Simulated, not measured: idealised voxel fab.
Module name: voxel local oxidation (process module)
Cross-section cut spans 160 nm and uses square cells 5 nm in size.
A cross-section in this document is a grid of square cells, and it is written down as bands, the top band listed before the ones below it; a band is made up of one or more rows of cells. Quick guide to a band line: top height, bottom height (nm) up front; then every material left to right with its width in nm. Only one material and it's marked "everywhere"? Then it fills the band edge to edge. And "air" just means empty space. Height 0 is the level under which the wafer as received is all one material. The lowest band goes on downwards, as in "0..down". With a width like "30..40", each row of cells in the band differs from the next by the same amount, the top row carrying the first number and the bottom row the second. When a step is marked "nothing different", none of the cells in the cross-section changed during that step. Closed-off voids of 8+ cells (no open route to the top) go in "Enclosed void inventory", written width x height at distance from the left edge, in nm. On a step's line, text after the settings is the simulator commenting on that step. overlay nm: how far to the right of its planned place the mask lay on this masked step (negative: to the left).
# Listed below are the process steps as planned
1 RECEIVE with material Si
2 CONFORMAL_DEP with material SiO2, thk nm 5
3 CONFORMAL_DEP with material SiN, thk nm 15
4 PATTERN with tone cover, mask id ACTIVE, material resist, width nm 115, thk nm 20, overlay nm 0
5 DIRECTIONAL_ETCH with etch materials SiN, depth nm 15
6 STRIP with etch materials resist
7 SELECTIVE_ETCH with etch materials SiO2, depth nm 5
8 OXIDIZE with depth nm 15
9 STRIP with etch materials SiN
# On the first of the two wafers: run conducted according to plan
# The cross-section here shows the wafer as received, i.e. in its state after step 1
> 0..down | Si everywhere
> Enclosed void inventory: none
# How the wafer stands in section after step 2
> 5..0 | SiO2 everywhere
> Under the height 0 nothing was changed.
# How the wafer stands in section after step 3
> 20..5 | SiN everywhere
> Under the height 5 nothing was changed.
# How the wafer stands in section after step 4
> 40..20 | air 20  resist 115  air 25
> Under the height 20 nothing was changed.
# How the wafer stands in section after step 5
> 40..20 | air 20  resist 115  air 25
> 20..5 | air 20  SiN 115  air 25
> Under the height 5 nothing was changed.
# How the wafer stands in section after step 6
> 20..5 | air 20  SiN 115  air 25
> Under the height 5 nothing was changed.
# How the wafer stands in section after step 7
> 20..5 | air 20  SiN 115  air 25
> 5..0 | air 25  SiO2 105  air 30
> Under the height 0 nothing was changed.
# How the wafer stands in section after step 8
> 20..5 | air 20  SiN 115  air 25
> 5..0 | air 25  SiO2 105  air 30
> 0..-15 | SiO2 40  Si 75  SiO2 45
> Under the height -15 nothing was changed.
# How the wafer stands in section after step 9
> 5..0 | air 25  SiO2 105  air 30
> Under the height 0 nothing was changed.
# Second of two: same start, same plan, one run error; steps up to and including 1 match the first
Second wafer, cross-section, planned end of step 2: nothing different
# Second wafer, cross-section, planned end of step 3
> 15..0 | SiN everywhere
> Under the height 0 nothing was changed.
# Second wafer, cross-section, planned end of step 4
> 35..15 | air 20  resist 115  air 25
> Under the height 15 nothing was changed.
# Second wafer, cross-section, planned end of step 5
> 35..15 | air 20  resist 115  air 25
> 15..0 | air 20  SiN 115  air 25
> Under the height 0 nothing was changed.
# Second wafer, cross-section, planned end of step 6
> 15..0 | air 20  SiN 115  air 25
> Under the height 0 nothing was changed.
Second wafer, cross-section, planned end of step 7: nothing different
# Second wafer, cross-section, planned end of step 8
> 15..0 | air 20  SiN 115  air 25
> 0..-15 | SiO2 35  Si 85  SiO2 40
> Under the height -15 nothing was changed.
# Second wafer, cross-section, planned end of step 9
> 0..-15 | SiO2 35  Si 85  SiO2 40
> Under the height -15 nothing was changed.
Against the plan, the run slipped here: heads up, step 2 of the plan was skipped and never actually ran
Once processing is complete, comparing cell counts shows that the second wafer has more or fewer of certain materials than the first: +6 Si | -27 SiO2
